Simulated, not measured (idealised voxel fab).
process module | voxel capacitor over wiring
cross-section cut | 205 nm wide | cells 5 nm
A cross-section is a grid of square cells, given in bands from the top down. A band is one or more rows of cells.
Each band's line starts with the height of the band's top and of its bottom, in nm. Then come its materials from left to right, each with its width in nm. One material with "throughout" fills the band from edge to edge. "air" is empty space.
Height 0 is the level under which the wafer as received is all one material. The lowest band goes on downwards, as in "0 down".
A width such as "30 to 40" changes by the same amount from each row of cells to the next, from the band's top row to its bottom row.
"no change" after a step means that no cell of the cross-section changed.
closed voids: empty space of 8 cells or more with no open way to the top, each as width x height at its distance from the left edge, in nm
after a step's settings: what the simulator itself notes on the step
overlay nm, on a step with a mask: how far to the right of its planned place the mask lay; to the left if negative
plan
1 op RECEIVE | material Si
2 op CONFORMAL_DEP | material SiO2 | thk nm 10
3 op CONFORMAL_DEP | material SiCN | thk nm 5
4 op DIRECTIONAL_DEP | material SiO2 | thk nm 25
5 op PATTERN | tone open | mask id METAL_1 | material resist | width nm 20 | pitch nm 85 | thk nm 15 | overlay nm 0
6 op DIRECTIONAL_ETCH | etch materials SiO2 | depth nm 25
7 op DIRECTIONAL_ETCH | etch materials SiCN | depth nm 5
8 op STRIP | etch materials resist
9 op CONFORMAL_DEP | material TiN | thk nm 5
10 op FILL_DEP | material Cu | thk nm 10
11 op CMP | height nm 40
12 op CONFORMAL_DEP | material SiCN | thk nm 5
13 op DIRECTIONAL_DEP | material SiO2 | thk nm 20
14 op DIRECTIONAL_DEP | material aC | thk nm 15
15 op PATTERN | tone open | mask id PLUG_1 | material resist | width nm 15 | thk nm 30 | overlay nm 0
16 op DIRECTIONAL_ETCH | etch materials aC | depth nm 15
17 op STRIP | etch materials resist
18 op DIRECTIONAL_ETCH | etch materials SiO2 | depth nm 20
19 op DIRECTIONAL_ETCH | etch materials SiCN | depth nm 5
20 op STRIP | etch materials aC
21 op EPI | material Ru | thk nm 10
22 op EPI | material Ru | thk nm 10
23 op EPI | material Ru | thk nm 5
24 op DIRECTIONAL_DEP | material TiN | thk nm 5
25 op DIRECTIONAL_DEP | material Al2O3 | thk nm 5
26 op DIRECTIONAL_DEP | material TiN | thk nm 5
27 op MASKED_ETCH | tone cover | mask id UPPER_PLATE | width nm 70 | etch materials TiN | depth nm 5 | overlay nm 0
28 op MASKED_ETCH | tone cover | mask id UPPER_PLATE | width nm 70 | etch materials Al2O3 | depth nm 5 | overlay nm 0
29 op MASKED_ETCH | tone cover | mask id LOWER_PLATE | width nm 80 | etch materials TiN | depth nm 5 | overlay nm 0
30 op FILL_DEP | material SiO2 | thk nm 15
31 op CMP | height nm 90
32 op DIRECTIONAL_DEP | material aC | thk nm 15
33 op PATTERN | tone open | mask id PLUG_2 | material resist | width nm 15 | thk nm 35 | overlay nm 0
34 op DIRECTIONAL_ETCH | etch materials aC | depth nm 15
35 op STRIP | etch materials resist
36 op DIRECTIONAL_ETCH | etch materials SiO2 | depth nm 10
37 op STRIP | etch materials aC
38 op CONFORMAL_DEP | material TiN | thk nm 5
39 op FILL_DEP | material Cu | thk nm 5
40 op CMP | height nm 90
41 op CONFORMAL_DEP | material SiCN | thk nm 5
varied across the wafers: width nm of step 33. The plan shows the first wafer's value. All wafers start alike
first wafer as received, after step 1
  0 down: Si throughout
  closed voids: none
first wafer at the end, after step 41
  95 to 90: SiCN throughout
  90 to 85: SiO2 65 | TiN 5 | Cu 5 | TiN 5 | SiO2 125
  85 to 75: SiO2 65 to 55 | TiN 15 to 70 | SiO2 125 to 80
  75 to 70: SiO2 55 | Al2O3 70 | SiO2 80
  70 to 65: SiO2 50 | TiN 80 | SiO2 75
  65 to 45: SiO2 55 | Ru 15 | SiO2 135
  45 to 40: SiCN 55 | Ru 15 | SiCN 135
  40 to 15: SiO2 50 | TiN 5 | Cu 10 | TiN 5 | SiO2 65 | TiN 5 | Cu 10 | TiN 5 | SiO2 50
  15 to 10: SiCN 50 | TiN 20 | SiCN 65 | TiN 20 | SiCN 50
  10 to 0: SiO2 throughout
  0 down: Si throughout
  closed voids: none
last wafer at the end
  95 to 90: SiCN throughout
  90 to 85: SiO2 60 | TiN 5 | Cu 20 | TiN 5 | SiO2 115
  85 to 75: SiO2 60 to 55 | TiN 30 to 70 | SiO2 115 to 80
  75 to 70: SiO2 55 | Al2O3 70 | SiO2 80
  70 to 65: SiO2 50 | TiN 80 | SiO2 75
  65 to 45: SiO2 55 | Ru 15 | SiO2 135
  45 to 40: SiCN 55 | Ru 15 | SiCN 135
  40 to 15: SiO2 50 | TiN 5 | Cu 10 | TiN 5 | SiO2 65 | TiN 5 | Cu 10 | TiN 5 | SiO2 50
  15 to 10: SiCN 50 | TiN 20 | SiCN 65 | TiN 20 | SiCN 50
  10 to 0: SiO2 throughout
  0 down: Si throughout
  closed voids: none
each wafer at the end: cells of each material gained (+) or lost (-) since it was received, then its closed voids
width nm 15 | +14 Al2O3 | +21 Cu | +15 Ru | +112 SiCN | +554 SiO2 | +63 TiN | closed voids: none
width nm 20 | +14 Al2O3 | +22 Cu | +15 Ru | +112 SiCN | +552 SiO2 | +64 TiN | closed voids: none
width nm 25 | +14 Al2O3 | +23 Cu | +15 Ru | +112 SiCN | +550 SiO2 | +65 TiN | closed voids: none
width nm 30 | +14 Al2O3 | +24 Cu | +15 Ru | +112 SiCN | +548 SiO2 | +66 TiN | closed voids: none
